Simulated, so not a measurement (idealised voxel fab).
The process module that follows is named voxel self aligned vias.
Cross-sectional view cut (width: 200 nm; square cell size: 5 nm).
A cross-section is written here as square cells arranged in a grid, and it is given in bands from the top down, each band taking up one or more rows of cells.
A band entry consists of two parts. The first gives the height of the band's top and the height of its bottom, in nm. The rest lists the band's materials from left to right, each with its width in nm. A single material labelled with the word "throughout" fills the band from edge to edge, and the word "air" marks empty space.
Heights are reckoned from 0. Under this level, the received wafer is all of one material. The bottommost band is open-ended downward, for example "top 0, no bottom".
When a width is written as two numbers, as in "30 to 40", the first number is the width in the top row of cells of the band and the second is the width in its bottom row, and the width changes by the same amount from each row to the next.
"no modifications" after a step means that no cell of the cross-section changed.
Entry "Closed void register" = empty spaces >= 8 cells with no open way to the top; each as width x height at distance, distance from left edge, all nm.
Text after the settings on a step's line: the simulator's own remark on that step.
What "overlay nm" on a step's line means: if the step has a mask, that mask lay this far to the right of its planned place, or, when the value is negative, to the left.

Steps planned for the process:
| 1 | RECEIVE with material Si |
| 2 | CONFORMAL_DEP with material SiO2, thk nm 10 |
| 3 | CONFORMAL_DEP with material SiCN, thk nm 5 |
| 4 | DIRECTIONAL_DEP with material lowk, thk nm 30 |
| 5 | DIRECTIONAL_DEP with material aC, thk nm 15 |
| 6 | PATTERN with tone open, mask id LINES, material resist, width nm 20, pitch nm 60, thk nm 35, overlay nm 0 |
| 7 | DIRECTIONAL_ETCH with etch materials aC, depth nm 15 |
| 8 | STRIP with etch materials resist |
| 9 | DIRECTIONAL_ETCH with etch materials lowk, depth nm 30 |
| 10 | STRIP with etch materials aC |
| 11 | CONFORMAL_DEP with material TiN, thk nm 5 |
| 12 | FILL_DEP with material W, thk nm 5 |
| 13 | CMP with height nm 45 |
| 14 | SELECTIVE_ETCH with etch materials W Ru TiN, depth nm 10 |
| 15 | FILL_DEP with material SiN, thk nm 10 |
| 16 | CMP with height nm 45 |
| 17 | DIRECTIONAL_DEP with material lowk, thk nm 20 |
| 18 | DIRECTIONAL_DEP with material aC, thk nm 10 |
| 19 | PATTERN with tone open, mask id VIAS, material resist, width nm 30, thk nm 25, overlay nm 0 |
| 20 | DIRECTIONAL_ETCH with etch materials aC, depth nm 10 |
| 21 | STRIP with etch materials resist |
| 22 | DIRECTIONAL_ETCH with etch materials lowk, depth nm 20 |
| 23 | DIRECTIONAL_ETCH with etch materials SiN, depth nm 10 |
| 24 | STRIP with etch materials aC |
| 25 | CONFORMAL_DEP with material TiN, thk nm 5 |
| 26 | FILL_DEP with material Ru, thk nm 5 |
| 27 | CMP with height nm 65 |
| 28 | CONFORMAL_DEP with material SiN, thk nm 5 |

Cross-section, incoming material, after step 1:
    top 0, no bottom: Si throughout
    Closed void register: none

End state of the module in cross-section, given the above starting point and plan and one mistake in execution:
    top 70, bottom 65: SiN throughout
    top 65, bottom 50: lowk (55), TiN (5), Ru (20), TiN (5), lowk (115)
    top 50, bottom 45: lowk (55), TiN (30), lowk (115)
    top 45, bottom 40: SiCN throughout
    top 40, bottom 10: lowk throughout
    top 10, bottom 0: SiO2 throughout
    top 0, no bottom: Si throughout
    Closed void register: none
What broke from the plan during processing? the executed order of steps 3 and 4 is the reverse of that specified in the plan, each step having taken the other's position
